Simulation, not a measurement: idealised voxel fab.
process module | voxel fin reveal
cross-section cut | 160 nm wide | cells 5 nm
A cross-section is a grid of square cells, given in bands from the top down. A band is one or more rows of cells.
Each band's line starts with the height of the band's top and of its bottom, in nm. Then come its materials from left to right, each with its width in nm. One material with "throughout" fills the band from edge to edge. "air" is empty space.
Height 0 is the level under which the wafer as received is all one material. The lowest band goes on downwards, as in "0 down".
A width such as "30 to 40" changes by the same amount from each row of cells to the next, from the band's top row to its bottom row.
"no change" after a step means that no cell of the cross-section changed.
closed voids: empty space of 8 cells or more with no open way to the top, each as width x height at its distance from the left edge, in nm
after a step's settings: what the simulator itself notes on the step
overlay nm, on a step with a mask: how far to the right of its planned place the mask lay; to the left if negative
plan
1 op RECEIVE | material Si
2 op CONFORMAL_DEP | material SiN | thk nm 10
3 op PATTERN | tone cover | mask id FINS | material resist | width nm 15 | pitch nm 40 | thk nm 20 | overlay nm 0
4 op DIRECTIONAL_ETCH | etch materials SiN | depth nm 10
5 op DIRECTIONAL_ETCH | etch materials Si | depth nm 30
6 op STRIP | etch materials resist
7 op OXIDIZE | depth nm 5
8 op FILL_DEP | material SiO2 | thk nm 5
9 op CMP | height nm 10
10 op SELECTIVE_ETCH | etch materials SiO2 | depth nm 25
11 op STRIP | etch materials SiN
12 op CONFORMAL_DEP | material HfO2 | thk nm 5
as received, after step 1
  0 down: Si throughout
  closed voids: none
first wafer at the end, as planned
  5 to 0: air 30 | HfO2 15 | air 25 | HfO2 15 | air 25 | HfO2 15 | air 35
  0 to -10: air 30 | HfO2 5 | Si 5 | HfO2 5 | air 25 | HfO2 5 | Si 5 | HfO2 5 | air 25 | HfO2 5 | Si 5 | HfO2 5 | air 35
  -10 to -15: HfO2 35 | Si 5 | HfO2 35 | Si 5 | HfO2 35 | Si 5 | HfO2 40
  -15 to -35: SiO2 35 | Si 5 | SiO2 35 | Si 5 | SiO2 35 | Si 5 | SiO2 40
  -35 down: Si throughout
  closed voids: none
second wafer at the end: like start, like plan, one mistake
  5 to 0: air 35 | HfO2 15 | air 25 | HfO2 15 | air 25 | HfO2 15 | air 30
  0 to -10: air 35 | HfO2 5 | Si 5 | HfO2 5 | air 25 | HfO2 5 | Si 5 | HfO2 5 | air 25 | HfO2 5 | Si 5 | HfO2 5 | air 30
  -10 to -15: HfO2 40 | Si 5 | HfO2 35 | Si 5 | HfO2 35 | Si 5 | HfO2 35
  -15 to -35: SiO2 40 | Si 5 | SiO2 35 | Si 5 | SiO2 35 | Si 5 | SiO2 35
  -35 down: Si throughout
  closed voids: none
what went wrong: step 3 ran as: op PATTERN | tone cover | mask id FINS | material resist | width nm 15 | pitch nm 40 | thk nm 20 | overlay nm 5
at the end the second wafer has, in cells: as many of each material as the first, in other places
